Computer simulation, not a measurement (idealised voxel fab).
process module | voxel capacitor over wiring
Square cell edge 5 nm, section width 150 nm, ID cut.
Format of a cross-section: grid, square cells. Given as bands. Order: top down. Band: one or more rows of cells. Basically the band line says how high the top is and how high the bottom is, in nm, and then what's in it from left to right, every material with its width in nm. Empty space shows up as "air", and if a single material carries "everywhere" it runs the full band edge to edge. Below 0: as-received wafer, all one material; heights counted from there. Lowest band: no bottom, goes on down, written "0 and below". With a width like "30->40", each row of cells in the band differs from the next by the same amount, the top row carrying the first number and the bottom row the second. The cross-section has no changed cell in any step marked "no change". For the entry "Sealed internal voids", the listed items are empty spaces with no open way to the top whose size is 8 cells or more; each item follows the pattern width x height at distance, where distance is from the left edge and all three are in nm. It should be noted that, on the line of a given step, the content following the step's settings is a remark produced by the simulator itself with respect to that step. overlay nm: step with mask; distance mask lay right of planned place; negative value = left of planned place.
### Listed below are the process steps as planned
1: RECEIVE | material Si
2: CONFORMAL_DEP | material SiO2 | thk nm 15
3: CONFORMAL_DEP | material SiN | thk nm 5
4: DIRECTIONAL_DEP | material lowk | thk nm 20
5: PATTERN | tone open | mask id METAL_1 | material resist | width nm 25 | pitch nm 90 | thk nm 20 | overlay nm 0
6: DIRECTIONAL_ETCH | etch materials lowk | depth nm 20
7: DIRECTIONAL_ETCH | etch materials SiN | depth nm 5
8: STRIP | etch materials resist
9: CONFORMAL_DEP | material TiN | thk nm 5
10: FILL_DEP | material W | thk nm 5
11: CMP | height nm 40
12: CONFORMAL_DEP | material SiCN | thk nm 5
13: DIRECTIONAL_DEP | material lowk | thk nm 20
14: DIRECTIONAL_DEP | material aC | thk nm 15
15: PATTERN | tone open | mask id PLUG_1 | material resist | width nm 15 | thk nm 35 | overlay nm 0
16: DIRECTIONAL_ETCH | etch materials aC | depth nm 15
17: STRIP | etch materials resist
18: DIRECTIONAL_ETCH | etch materials lowk | depth nm 20
19: DIRECTIONAL_ETCH | etch materials SiCN | depth nm 5
20: STRIP | etch materials aC
21: EPI | material Ru | thk nm 10
22: EPI | material Ru | thk nm 10
23: EPI | material Ru | thk nm 5
24: DIRECTIONAL_DEP | material TiN | thk nm 10
25: DIRECTIONAL_DEP | material Al2O3 | thk nm 5
26: DIRECTIONAL_DEP | material TiN | thk nm 5
27: PATTERN | tone cover | mask id UPPER_PLATE | material resist | width nm 70 | thk nm 20 | overlay nm 0
28: DIRECTIONAL_ETCH | etch materials TiN | depth nm 5
29: DIRECTIONAL_ETCH | etch materials Al2O3 | depth nm 5
30: STRIP | etch materials resist
31: DIRECTIONAL_DEP | material aC | thk nm 10
32: PATTERN | tone cover | mask id LOWER_PLATE | material resist | width nm 80 | thk nm 25 | overlay nm 0
33: DIRECTIONAL_ETCH | etch materials aC | depth nm 10
34: STRIP | etch materials resist
35: DIRECTIONAL_ETCH | etch materials TiN | depth nm 10
36: STRIP | etch materials aC
37: FILL_DEP | material SiO2 | thk nm 20
38: CMP | height nm 100
39: DIRECTIONAL_DEP | material aC | thk nm 15
40: PATTERN | tone open | mask id PLUG_2 | material resist | width nm 15 | thk nm 30 | overlay nm 0
41: DIRECTIONAL_ETCH | etch materials aC | depth nm 15
42: STRIP | etch materials resist
43: DIRECTIONAL_ETCH | etch materials SiO2 | depth nm 15
44: STRIP | etch materials aC
45: CONFORMAL_DEP | material TiN | thk nm 5
46: FILL_DEP | material Cu | thk nm 10
47: CMP | height nm 100
48: CONFORMAL_DEP | material SiCN | thk nm 5
### So, the first of our two wafers, run just as we planned it
### Incoming wafer, cross-sectional view, post step 1
- 0 and below: Si everywhere
- Sealed internal voids: none
### Sectional view: wafer, after step 2
- 15 down to 0: SiO2 everywhere
- Rest of section, below 0: as before.
### Sectional view: wafer, after step 3
- 20 down to 15: SiN everywhere
- Rest of section, below 15: as before.
### Sectional view: wafer, after step 4
- 40 down to 20: lowk everywhere
- Rest of section, below 20: as before.
### Sectional view: wafer, after step 5
- 60 down to 40: 15 of resist  25 of air  65 of resist  25 of air  20 of resist
- Rest of section, below 40: as before.
### Sectional view: wafer, after step 6
- 60 down to 40: 15 of resist  25 of air  65 of resist  25 of air  20 of resist
- 40 down to 20: 15 of lowk  25 of air  65 of lowk  25 of air  20 of lowk
- Rest of section, below 20: as before.
### Sectional view: wafer, after step 7
- 60 down to 40: 15 of resist  25 of air  65 of resist  25 of air  20 of resist
- 40 down to 20: 15 of lowk  25 of air  65 of lowk  25 of air  20 of lowk
- 20 down to 15: 15 of SiN  25 of air  65 of SiN  25 of air  20 of SiN
- Rest of section, below 15: as before.
### Sectional view: wafer, after step 8
- 40 down to 20: 15 of lowk  25 of air  65 of lowk  25 of air  20 of lowk
- Rest of section, below 20: as before.
### Sectional view: wafer, after step 9
- 45 down to 40: 20 of TiN  15 of air  75 of TiN  15 of air  25 of TiN
- 40 down to 20: 15 of lowk  5 of TiN  15 of air  5 of TiN  65 of lowk  5 of TiN  15 of air  5 of TiN  20 of lowk
- 20 down to 15: 15 of SiN  25 of TiN  65 of SiN  25 of TiN  20 of SiN
- Rest of section, below 15: as before.
### Sectional view: wafer, after step 10
- 50 down to 45: W everywhere
- 45 down to 40: 20 of TiN  15 of W  75 of TiN  15 of W  25 of TiN
- 40 down to 20: 15 of lowk  5 of TiN  15 of W  5 of TiN  65 of lowk  5 of TiN  15 of W  5 of TiN  20 of lowk
- Rest of section, below 20: as before.
### Sectional view: wafer, after step 11
- 40 down to 20: 15 of lowk  5 of TiN  15 of W  5 of TiN  65 of lowk  5 of TiN  15 of W  5 of TiN  20 of lowk
- Rest of section, below 20: as before.
### Sectional view: wafer, after step 12
- 45 down to 40: SiCN everywhere
- Rest of section, below 40: as before.
### Sectional view: wafer, after step 13
- 65 down to 45: lowk everywhere
- Rest of section, below 45: as before.
### Sectional view: wafer, after step 14
- 80 down to 65: aC everywhere
- Rest of section, below 65: as before.
### Sectional view: wafer, after step 15
- 115 down to 80: 25 of resist  15 of air  110 of resist
- Rest of section, below 80: as before.
### Sectional view: wafer, after step 16
- 100 down to 80: 25 of resist  15 of air  110 of resist
- 80 down to 65: 25 of aC  15 of air  110 of aC
- Rest of section, below 65: as before.
### Sectional view: wafer, after step 17
- 80 down to 65: 25 of aC  15 of air  110 of aC
- Rest of section, below 65: as before.
### Sectional view: wafer, after step 18
- 80 down to 65: 25 of aC  15 of air  110 of aC
- 65 down to 45: 25 of lowk  15 of air  110 of lowk
- Rest of section, below 45: as before.
### Sectional view: wafer, after step 19
- 80 down to 65: 25 of aC  15 of air  110 of aC
- 65 down to 45: 25 of lowk  15 of air  110 of lowk
- 45 down to 40: 25 of SiCN  15 of air  110 of SiCN
- Rest of section, below 40: as before.
### Sectional view: wafer, after step 20
- 65 down to 45: 25 of lowk  15 of air  110 of lowk
- Rest of section, below 45: as before.
### Sectional view: wafer, after step 21
- 65 down to 50: 25 of lowk  15 of air  110 of lowk
- 50 down to 45: 25 of lowk  15 of Ru  110 of lowk
- 45 down to 40: 25 of SiCN  15 of Ru  110 of SiCN
- Rest of section, below 40: as before.
### Sectional view: wafer, after step 22
- 65 down to 60: 25 of lowk  15 of air  110 of lowk
- 60 down to 45: 25 of lowk  15 of Ru  110 of lowk
- Rest of section, below 45: as before.
### Sectional view: wafer, after step 23
- 65 down to 45: 25 of lowk  15 of Ru  110 of lowk
- Rest of section, below 45: as before.
### Sectional view: wafer, after step 24
- 75 down to 65: TiN everywhere
- Rest of section, below 65: as before.
### Sectional view: wafer, after step 25
- 80 down to 75: Al2O3 everywhere
- Rest of section, below 75: as before.
### Sectional view: wafer, after step 26
- 85 down to 80: TiN everywhere
- Rest of section, below 80: as before.
### Sectional view: wafer, after step 27
- 105 down to 85: 25 of air  70 of resist  55 of air
- Rest of section, below 85: as before.
### Sectional view: wafer, after step 28
- 105 down to 85: 25 of air  70 of resist  55 of air
- 85 down to 80: 25 of air  70 of TiN  55 of air
- Rest of section, below 80: as before.
### Sectional view: wafer, after step 29
- 105 down to 85: 25 of air  70 of resist  55 of air
- 85 down to 80: 25 of air  70 of TiN  55 of air
- 80 down to 75: 25 of air  70 of Al2O3  55 of air
- Rest of section, below 75: as before.
### Sectional view: wafer, after step 30
- 85 down to 80: 25 of air  70 of TiN  55 of air
- Rest of section, below 80: as before.
### Sectional view: wafer, after step 31
- 95 down to 85: 25 of air  70 of aC  55 of air
- 85 down to 80: 25 of aC  70 of TiN  55 of aC
- 80 down to 75: 25 of aC  70 of Al2O3  55 of aC
- Rest of section, below 75: as before.
### Sectional view: wafer, after step 32
- 120 down to 95: 20 of air  80 of resist  50 of air
- 95 down to 85: 20 of air  5 of resist  70 of aC  5 of resist  50 of air
- Rest of section, below 85: as before.
### Sectional view: wafer, after step 33
- 110 down to 95: 20 of air  80 of resist  50 of air
- 95 down to 85: 20 of air  5 of resist  70 of aC  5 of resist  50 of air
- 85 down to 80: 20 of air  5 of aC  70 of TiN  5 of aC  50 of air
- 80 down to 75: 20 of air  5 of aC  70 of Al2O3  5 of aC  50 of air
- Rest of section, below 75: as before.
### Sectional view: wafer, after step 34
- 95 down to 85: 25 of air  70 of aC  55 of air
- Rest of section, below 85: as before.
### Sectional view: wafer, after step 35
- 95 down to 85: 25 of air  70 of aC  55 of air
- 85 down to 80: 20 of air  5 of aC  70 of TiN  5 of aC  50 of air
- 80 down to 75: 20 of air  5 of aC  70 of Al2O3  5 of aC  50 of air
- 75 down to 65: 20 of air  80 of TiN  50 of air
- Rest of section, below 65: as before.
### Sectional view: wafer, after step 36
- 85 down to 80: 25 of air  70 of TiN  55 of air
- 80 down to 75: 25 of air  70 of Al2O3  55 of air
- Rest of section, below 75: as before.
### Sectional view: wafer, after step 37
- 105 down to 85: SiO2 everywhere
- 85 down to 80: 25 of SiO2  70 of TiN  55 of SiO2
- 80 down to 75: 25 of SiO2  70 of Al2O3  55 of SiO2
- 75 down to 65: 20 of SiO2  80 of TiN  50 of SiO2
- Rest of section, below 65: as before.
### Sectional view: wafer, after step 38
- 100 down to 85: SiO2 everywhere
- Rest of section, below 85: as before.
### Sectional view: wafer, after step 39
- 115 down to 100: aC everywhere
- Rest of section, below 100: as before.
### Sectional view: wafer, after step 40
- 145 down to 115: 35 of resist  15 of air  100 of resist
- Rest of section, below 115: as before.
### Sectional view: wafer, after step 41
- 130 down to 115: 35 of resist  15 of air  100 of resist
- 115 down to 100: 35 of aC  15 of air  100 of aC
- Rest of section, below 100: as before.
### Sectional view: wafer, after step 42
- 115 down to 100: 35 of aC  15 of air  100 of aC
- Rest of section, below 100: as before.
### Sectional view: wafer, after step 43
- 115 down to 100: 35 of aC  15 of air  100 of aC
- 100 down to 85: 35 of SiO2  15 of air  100 of SiO2
- Rest of section, below 85: as before.
### Sectional view: wafer, after step 44
- 100 down to 85: 35 of SiO2  15 of air  100 of SiO2
- Rest of section, below 85: as before.
### Sectional view: wafer, after step 45
- 105 down to 100: 40 of TiN  5 of air  105 of TiN
- 100 down to 90: 35 of SiO2  5 of TiN  5 of air  5 of TiN  100 of SiO2
- 90 down to 80: 35->25 of SiO2  15->70 of TiN  100->55 of SiO2
- Rest of section, below 80: as before.
### Sectional view: wafer, after step 46
- 115 down to 105: Cu everywhere
- 105 down to 100: 40 of TiN  5 of Cu  105 of TiN
- 100 down to 90: 35 of SiO2  5 of TiN  5 of Cu  5 of TiN  100 of SiO2
- Rest of section, below 90: as before.
### Sectional view: wafer, after step 47
- 100 down to 90: 35 of SiO2  5 of TiN  5 of Cu  5 of TiN  100 of SiO2
- Rest of section, below 90: as before.
### Sectional view: wafer, after step 48
- 105 down to 100: SiCN everywhere
- Rest of section, below 100: as before.
### Second wafer: same start and same plan as the first, one execution error; identical to the first through step 1
### when step 2 should have ended
- 10 down to 0: SiO2 everywhere
- Rest of section, below 0: as before.
### when step 3 should have ended
- 15 down to 10: SiN everywhere
- Rest of section, below 10: as before.
### when step 4 should have ended
- 35 down to 15: lowk everywhere
- Rest of section, below 15: as before.
### when step 5 should have ended
- 55 down to 35: 15 of resist  25 of air  65 of resist  25 of air  20 of resist
- Rest of section, below 35: as before.
### when step 6 should have ended
- 55 down to 35: 15 of resist  25 of air  65 of resist  25 of air  20 of resist
- 35 down to 15: 15 of lowk  25 of air  65 of lowk  25 of air  20 of lowk
- Rest of section, below 15: as before.
### when step 7 should have ended
- 55 down to 35: 15 of resist  25 of air  65 of resist  25 of air  20 of resist
- 35 down to 15: 15 of lowk  25 of air  65 of lowk  25 of air  20 of lowk
- 15 down to 10: 15 of SiN  25 of air  65 of SiN  25 of air  20 of SiN
- Rest of section, below 10: as before.
### when step 8 should have ended
- 35 down to 15: 15 of lowk  25 of air  65 of lowk  25 of air  20 of lowk
- Rest of section, below 15: as before.
### when step 9 should have ended
- 40 down to 35: 20 of TiN  15 of air  75 of TiN  15 of air  25 of TiN
- 35 down to 15: 15 of lowk  5 of TiN  15 of air  5 of TiN  65 of lowk  5 of TiN  15 of air  5 of TiN  20 of lowk
- 15 down to 10: 15 of SiN  25 of TiN  65 of SiN  25 of TiN  20 of SiN
- Rest of section, below 10: as before.
### when step 10 should have ended
- 45 down to 40: W everywhere
- 40 down to 35: 20 of TiN  15 of W  75 of TiN  15 of W  25 of TiN
- 35 down to 15: 15 of lowk  5 of TiN  15 of W  5 of TiN  65 of lowk  5 of TiN  15 of W  5 of TiN  20 of lowk
- Rest of section, below 15: as before.
### when step 11 should have ended
- 40 down to 35: 20 of TiN  15 of W  75 of TiN  15 of W  25 of TiN
- Rest of section, below 35: as before.
### when step 12 should have ended
- 45 down to 40: SiCN everywhere
- Rest of section, below 40: as before.
### when step 13 should have ended
- 65 down to 45: lowk everywhere
- Rest of section, below 45: as before.
### when step 14 should have ended
- 80 down to 65: aC everywhere
- Rest of section, below 65: as before.
### when step 15 should have ended
- 115 down to 80: 25 of resist  15 of air  110 of resist
- Rest of section, below 80: as before.
### when step 16 should have ended
- 100 down to 80: 25 of resist  15 of air  110 of resist
- 80 down to 65: 25 of aC  15 of air  110 of aC
- Rest of section, below 65: as before.
### when step 17 should have ended
- 80 down to 65: 25 of aC  15 of air  110 of aC
- Rest of section, below 65: as before.
### when step 18 should have ended
- 80 down to 65: 25 of aC  15 of air  110 of aC
- 65 down to 45: 25 of lowk  15 of air  110 of lowk
- Rest of section, below 45: as before.
### when step 19 should have ended
- 80 down to 65: 25 of aC  15 of air  110 of aC
- 65 down to 45: 25 of lowk  15 of air  110 of lowk
- 45 down to 40: 25 of SiCN  15 of air  110 of SiCN
- Rest of section, below 40: as before.
### when step 20 should have ended
- 65 down to 45: 25 of lowk  15 of air  110 of lowk
- Rest of section, below 45: as before.
### when step 21 should have ended
- 65 down to 50: 25 of lowk  15 of air  110 of lowk
- 50 down to 45: 25 of lowk  15 of Ru  110 of lowk
- 45 down to 40: 25 of SiCN  15 of Ru  110 of SiCN
- Rest of section, below 40: as before.
### when step 22 should have ended
- 65 down to 60: 25 of lowk  15 of air  110 of lowk
- 60 down to 45: 25 of lowk  15 of Ru  110 of lowk
- Rest of section, below 45: as before.
### when step 23 should have ended
- 65 down to 45: 25 of lowk  15 of Ru  110 of lowk
- Rest of section, below 45: as before.
### when step 24 should have ended
- 75 down to 65: TiN everywhere
- Rest of section, below 65: as before.
### when step 25 should have ended
- 80 down to 75: Al2O3 everywhere
- Rest of section, below 75: as before.
### when step 26 should have ended
- 85 down to 80: TiN everywhere
- Rest of section, below 80: as before.
### when step 27 should have ended
- 105 down to 85: 25 of air  70 of resist  55 of air
- Rest of section, below 85: as before.
### when step 28 should have ended
- 105 down to 85: 25 of air  70 of resist  55 of air
- 85 down to 80: 25 of air  70 of TiN  55 of air
- Rest of section, below 80: as before.
### when step 29 should have ended
- 105 down to 85: 25 of air  70 of resist  55 of air
- 85 down to 80: 25 of air  70 of TiN  55 of air
- 80 down to 75: 25 of air  70 of Al2O3  55 of air
- Rest of section, below 75: as before.
### when step 30 should have ended
- 85 down to 80: 25 of air  70 of TiN  55 of air
- Rest of section, below 80: as before.
### when step 31 should have ended
- 95 down to 85: 25 of air  70 of aC  55 of air
- 85 down to 80: 25 of aC  70 of TiN  55 of aC
- 80 down to 75: 25 of aC  70 of Al2O3  55 of aC
- Rest of section, below 75: as before.
### when step 32 should have ended
- 120 down to 95: 20 of air  80 of resist  50 of air
- 95 down to 85: 20 of air  5 of resist  70 of aC  5 of resist  50 of air
- Rest of section, below 85: as before.
### when step 33 should have ended
- 110 down to 95: 20 of air  80 of resist  50 of air
- 95 down to 85: 20 of air  5 of resist  70 of aC  5 of resist  50 of air
- 85 down to 80: 20 of air  5 of aC  70 of TiN  5 of aC  50 of air
- 80 down to 75: 20 of air  5 of aC  70 of Al2O3  5 of aC  50 of air
- Rest of section, below 75: as before.
### when step 34 should have ended
- 95 down to 85: 25 of air  70 of aC  55 of air
- Rest of section, below 85: as before.
### when step 35 should have ended
- 95 down to 85: 25 of air  70 of aC  55 of air
- 85 down to 80: 20 of air  5 of aC  70 of TiN  5 of aC  50 of air
- 80 down to 75: 20 of air  5 of aC  70 of Al2O3  5 of aC  50 of air
- 75 down to 65: 20 of air  80 of TiN  50 of air
- Rest of section, below 65: as before.
### when step 36 should have ended
- 85 down to 80: 25 of air  70 of TiN  55 of air
- 80 down to 75: 25 of air  70 of Al2O3  55 of air
- Rest of section, below 75: as before.
### when step 37 should have ended
- 105 down to 85: SiO2 everywhere
- 85 down to 80: 25 of SiO2  70 of TiN  55 of SiO2
- 80 down to 75: 25 of SiO2  70 of Al2O3  55 of SiO2
- 75 down to 65: 20 of SiO2  80 of TiN  50 of SiO2
- Rest of section, below 65: as before.
### when step 38 should have ended
- 100 down to 85: SiO2 everywhere
- Rest of section, below 85: as before.
### when step 39 should have ended
- 115 down to 100: aC everywhere
- Rest of section, below 100: as before.
### when step 40 should have ended
- 145 down to 115: 35 of resist  15 of air  100 of resist
- Rest of section, below 115: as before.
### when step 41 should have ended
- 130 down to 115: 35 of resist  15 of air  100 of resist
- 115 down to 100: 35 of aC  15 of air  100 of aC
- Rest of section, below 100: as before.
### when step 42 should have ended
- 115 down to 100: 35 of aC  15 of air  100 of aC
- Rest of section, below 100: as before.
### when step 43 should have ended
- 115 down to 100: 35 of aC  15 of air  100 of aC
- 100 down to 85: 35 of SiO2  15 of air  100 of SiO2
- Rest of section, below 85: as before.
### when step 44 should have ended
- 100 down to 85: 35 of SiO2  15 of air  100 of SiO2
- Rest of section, below 85: as before.
### when step 45 should have ended
- 105 down to 100: 40 of TiN  5 of air  105 of TiN
- 100 down to 90: 35 of SiO2  5 of TiN  5 of air  5 of TiN  100 of SiO2
- 90 down to 80: 35->25 of SiO2  15->70 of TiN  100->55 of SiO2
- Rest of section, below 80: as before.
### when step 46 should have ended
- 115 down to 105: Cu everywhere
- 105 down to 100: 40 of TiN  5 of Cu  105 of TiN
- 100 down to 90: 35 of SiO2  5 of TiN  5 of Cu  5 of TiN  100 of SiO2
- Rest of section, below 90: as before.
### when step 47 should have ended
- 100 down to 90: 35 of SiO2  5 of TiN  5 of Cu  5 of TiN  100 of SiO2
- Rest of section, below 90: as before.
### when step 48 should have ended
- 105 down to 100: SiCN everywhere
- Rest of section, below 100: as before.
Plan not followed: step 2 did not happen as planned, as run it was CONFORMAL_DEP | material SiO2 | thk nm 10
The closing comparison, in cells, has the second wafer with more or fewer of some materials than the first: 30 fewer of SiO2 | 24 more of TiN | 6 more of W
